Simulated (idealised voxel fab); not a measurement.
This is a process module. Its name is voxel self aligned vias.
Each square cell in cross-section cut measures 5 nm, and the section as a whole is 270 nm wide.
Square cells in a grid make up a cross-section in this document, and the grid is given as bands, listed from the top down, each one or more rows of cells.
It is stipulated that each band's entry specify, in nanometres, the height of the top of the band and then that of its bottom, followed by the materials of the band in left-to-right sequence, each together with its width in nanometres. A single material marked by the word "throughout" is understood to fill the band from edge to edge; the word "empty" is understood to denote empty space.
Height is counted from the level 0, under which the received wafer is composed throughout of one material. The lowest of the bands is not closed at the bottom but continues downward, in the notation "from 0 down".
Width: "30 to 40" (first number = top row, second number = bottom row, same change from row to row of cells).
Reading "remained unchanged" for a step: not a cell of the cross-section changed in it.
Voids not open to the top, 8 cells minimum: see "Sealed void listing". Written width x height at distance; distance is from the left edge; nm.
Text after the settings on a step's line: the simulator's own remark on that step.
A step line may carry the setting "overlay nm", which, for steps involving a mask, states the distance by which the mask lay to the right of its intended position; negative values denote displacement to the left.

STEPS IN THE PROCESS PLAN
- 1: RECEIVE with material Si
- 2: CONFORMAL_DEP with material SiO2, thk nm 15
- 3: CONFORMAL_DEP with material SiCN, thk nm 5
- 4: DIRECTIONAL_DEP with material SiO2, thk nm 25
- 5: MASKED_ETCH with tone open, mask id LINES, width nm 30, pitch nm 80, etch materials SiO2, depth nm 25, overlay nm 0
- 6: CONFORMAL_DEP with material TiN, thk nm 5
- 7: FILL_DEP with material W, thk nm 10
- 8: CMP with height nm 45
- 9: SELECTIVE_ETCH with etch materials W Ru TiN, depth nm 10
- 10: FILL_DEP with material SiN, thk nm 10
- 11: CMP with height nm 45
- 12: DIRECTIONAL_DEP with material SiO2, thk nm 15
- 13: PATTERN with tone open, mask id VIAS, material resist, width nm 50, pitch nm 80, thk nm 20, overlay nm 0
- 14: DIRECTIONAL_ETCH with etch materials SiO2, depth nm 15
- 15: DIRECTIONAL_ETCH with etch materials SiN, depth nm 10
- 16: STRIP with etch materials resist
- 17: CONFORMAL_DEP with material TiN, thk nm 5
- 18: FILL_DEP with material W, thk nm 10
- 19: CMP with height nm 60
- 20: CONFORMAL_DEP with material SiCN, thk nm 5

ACCOUNT OF THE FIRST OF TWO WAFERS, WHICH WAS PROCESSED AS INTENDED

THIS IS THE CROSS-SECTION OF THE WAFER AS WE RECEIVED IT, I.E. AFTER STEP 1
* from 0 down | Si throughout
* Sealed void listing: none

CROSS-SECTION: WAFER STATE AFTER STEP 2
* from 15 to 0 | SiO2 throughout
* Below 0, no change.

CROSS-SECTION: WAFER STATE AFTER STEP 3
* from 20 to 15 | SiCN throughout
* Below 15, no change.

CROSS-SECTION: WAFER STATE AFTER STEP 4
* from 45 to 20 | SiO2 throughout
* Below 20, no change.

CROSS-SECTION: WAFER STATE AFTER STEP 5
* from 45 to 20 | 80 SiO2, then 30 empty, then 50 SiO2, then 30 empty, then 80 SiO2
* Below 20, no change.

CROSS-SECTION: WAFER STATE AFTER STEP 6
* from 50 to 45 | 85 TiN, then 20 empty, then 60 TiN, then 20 empty, then 85 TiN
* from 45 to 25 | 80 SiO2, then 5 TiN, then 20 empty, then 5 TiN, then 50 SiO2, then 5 TiN, then 20 empty, then 5 TiN, then 80 SiO2
* from 25 to 20 | 80 SiO2, then 30 TiN, then 50 SiO2, then 30 TiN, then 80 SiO2
* Below 20, no change.

CROSS-SECTION: WAFER STATE AFTER STEP 7
* from 60 to 50 | W throughout
* from 50 to 45 | 85 TiN, then 20 W, then 60 TiN, then 20 W, then 85 TiN
* from 45 to 25 | 80 SiO2, then 5 TiN, then 20 W, then 5 TiN, then 50 SiO2, then 5 TiN, then 20 W, then 5 TiN, then 80 SiO2
* Below 25, no change.

CROSS-SECTION: WAFER STATE AFTER STEP 8
* from 45 to 25 | 80 SiO2, then 5 TiN, then 20 W, then 5 TiN, then 50 SiO2, then 5 TiN, then 20 W, then 5 TiN, then 80 SiO2
* Below 25, no change.

CROSS-SECTION: WAFER STATE AFTER STEP 9
* from 45 to 35 | 80 SiO2, then 30 empty, then 50 SiO2, then 30 empty, then 80 SiO2
* Below 35, no change.

CROSS-SECTION: WAFER STATE AFTER STEP 10
* from 55 to 45 | SiN throughout
* from 45 to 35 | 80 SiO2, then 30 SiN, then 50 SiO2, then 30 SiN, then 80 SiO2
* Below 35, no change.

CROSS-SECTION: WAFER STATE AFTER STEP 11
* from 45 to 35 | 80 SiO2, then 30 SiN, then 50 SiO2, then 30 SiN, then 80 SiO2
* Below 35, no change.

CROSS-SECTION: WAFER STATE AFTER STEP 12
* from 60 to 45 | SiO2 throughout
* Below 45, no change.

CROSS-SECTION: WAFER STATE AFTER STEP 13
* from 80 to 60 | 70 resist, then 50 empty, then 30 resist, then 50 empty, then 70 resist
* Below 60, no change.

CROSS-SECTION: WAFER STATE AFTER STEP 14
* from 80 to 60 | 70 resist, then 50 empty, then 30 resist, then 50 empty, then 70 resist
* from 60 to 45 | 70 SiO2, then 50 empty, then 30 SiO2, then 50 empty, then 70 SiO2
* Below 45, no change.

CROSS-SECTION: WAFER STATE AFTER STEP 15
* from 80 to 60 | 70 resist, then 50 empty, then 30 resist, then 50 empty, then 70 resist
* from 60 to 45 | 70 SiO2, then 50 empty, then 30 SiO2, then 50 empty, then 70 SiO2
* from 45 to 35 | 80 SiO2, then 30 empty, then 50 SiO2, then 30 empty, then 80 SiO2
* Below 35, no change.

CROSS-SECTION: WAFER STATE AFTER STEP 16
* from 60 to 45 | 70 SiO2, then 50 empty, then 30 SiO2, then 50 empty, then 70 SiO2
* Below 45, no change.

CROSS-SECTION: WAFER STATE AFTER STEP 17
* from 65 to 60 | 75 TiN, then 40 empty, then 40 TiN, then 40 empty, then 75 TiN
* from 60 to 50 | 70 SiO2, then 5 TiN, then 40 empty, then 5 TiN, then 30 SiO2, then 5 TiN, then 40 empty, then 5 TiN, then 70 SiO2
* from 50 to 40 | 70 to 80 SiO2, then 15 to 5 TiN, then 20 empty, then 15 to 5 TiN, then 30 to 50 SiO2, then 15 to 5 TiN, then 20 empty, then 15 to 5 TiN, then 70 to 80 SiO2
* from 40 to 35 | 80 SiO2, then 30 TiN, then 50 SiO2, then 30 TiN, then 80 SiO2
* Below 35, no change.

CROSS-SECTION: WAFER STATE AFTER STEP 18
* from 75 to 65 | W throughout
* from 65 to 60 | 75 TiN, then 40 W, then 40 TiN, then 40 W, then 75 TiN
* from 60 to 50 | 70 SiO2, then 5 TiN, then 40 W, then 5 TiN, then 30 SiO2, then 5 TiN, then 40 W, then 5 TiN, then 70 SiO2
* from 50 to 40 | 70 to 80 SiO2, then 15 to 5 TiN, then 20 W, then 15 to 5 TiN, then 30 to 50 SiO2, then 15 to 5 TiN, then 20 W, then 15 to 5 TiN, then 70 to 80 SiO2
* Below 40, no change.

CROSS-SECTION: WAFER STATE AFTER STEP 19
* from 60 to 50 | 70 SiO2, then 5 TiN, then 40 W, then 5 TiN, then 30 SiO2, then 5 TiN, then 40 W, then 5 TiN, then 70 SiO2
* Below 50, no change.

CROSS-SECTION: WAFER STATE AFTER STEP 20
* from 65 to 60 | SiCN throughout
* Below 60, no change.

SECOND WAFER. START AND PLAN AS FOR THE FIRST. ONE MISTAKE MADE IN RUNNING. AGREES WITH THE FIRST UP TO AND INCLUDING STEP 13

CROSS-SECTION: SECOND WAFER, TIME AT WHICH STEP 14 WAS SCHEDULED TO END
* from 80 to 60 | 70 resist, then 50 empty, then 30 resist, then 50 empty, then 70 resist
* from 60 to 45 | 70 SiO2, then 50 empty, then 30 SiO2, then 50 empty, then 70 SiO2
* from 45 to 35 | 70 SiO2, then 10 empty, then 30 SiN, then 10 empty, then 30 SiO2, then 10 empty, then 30 SiN, then 10 empty, then 70 SiO2
* from 35 to 30 | 70 SiO2, then 10 empty, then 5 TiN, then 20 W, then 5 TiN, then 10 empty, then 30 SiO2, then 10 empty, then 5 TiN, then 20 W, then 5 TiN, then 10 empty, then 70 SiO2
* Below 30, no change.

CROSS-SECTION: SECOND WAFER, TIME AT WHICH STEP 15 WAS SCHEDULED TO END
* from 80 to 60 | 70 resist, then 50 empty, then 30 resist, then 50 empty, then 70 resist
* from 60 to 35 | 70 SiO2, then 50 empty, then 30 SiO2, then 50 empty, then 70 SiO2
* Below 35, no change.

CROSS-SECTION: SECOND WAFER, TIME AT WHICH STEP 16 WAS SCHEDULED TO END
* from 60 to 35 | 70 SiO2, then 50 empty, then 30 SiO2, then 50 empty, then 70 SiO2
* Below 35, no change.

CROSS-SECTION: SECOND WAFER, TIME AT WHICH STEP 17 WAS SCHEDULED TO END
* from 65 to 60 | 75 TiN, then 40 empty, then 40 TiN, then 40 empty, then 75 TiN
* from 60 to 40 | 70 SiO2, then 5 TiN, then 40 empty, then 5 TiN, then 30 SiO2, then 5 TiN, then 40 empty, then 5 TiN, then 70 SiO2
* from 40 to 35 | 70 SiO2, then 50 TiN, then 30 SiO2, then 50 TiN, then 70 SiO2
* from 35 to 25 | 70 to 80 SiO2, then 15 to 5 TiN, then 20 W, then 15 to 5 TiN, then 30 to 50 SiO2, then 15 to 5 TiN, then 20 W, then 15 to 5 TiN, then 70 to 80 SiO2
* Below 25, no change.

CROSS-SECTION: SECOND WAFER, TIME AT WHICH STEP 18 WAS SCHEDULED TO END
* from 75 to 65 | W throughout
* from 65 to 60 | 75 TiN, then 40 W, then 40 TiN, then 40 W, then 75 TiN
* from 60 to 40 | 70 SiO2, then 5 TiN, then 40 W, then 5 TiN, then 30 SiO2, then 5 TiN, then 40 W, then 5 TiN, then 70 SiO2
* Below 40, no change.

CROSS-SECTION: SECOND WAFER, TIME AT WHICH STEP 19 WAS SCHEDULED TO END
* from 60 to 40 | 70 SiO2, then 5 TiN, then 40 W, then 5 TiN, then 30 SiO2, then 5 TiN, then 40 W, then 5 TiN, then 70 SiO2
* Below 40, no change.

CROSS-SECTION: SECOND WAFER, TIME AT WHICH STEP 20 WAS SCHEDULED TO END
* from 65 to 60 | SiCN throughout
* Below 60, no change.
Want to know what went wrong? step 14 in the plan was executed twice
It is noted that, at the conclusion of processing, the second wafer exhibits a higher or lower cell count for certain materials relative to the first: 24 fewer of SiO2; 8 more of TiN; 16 more of W
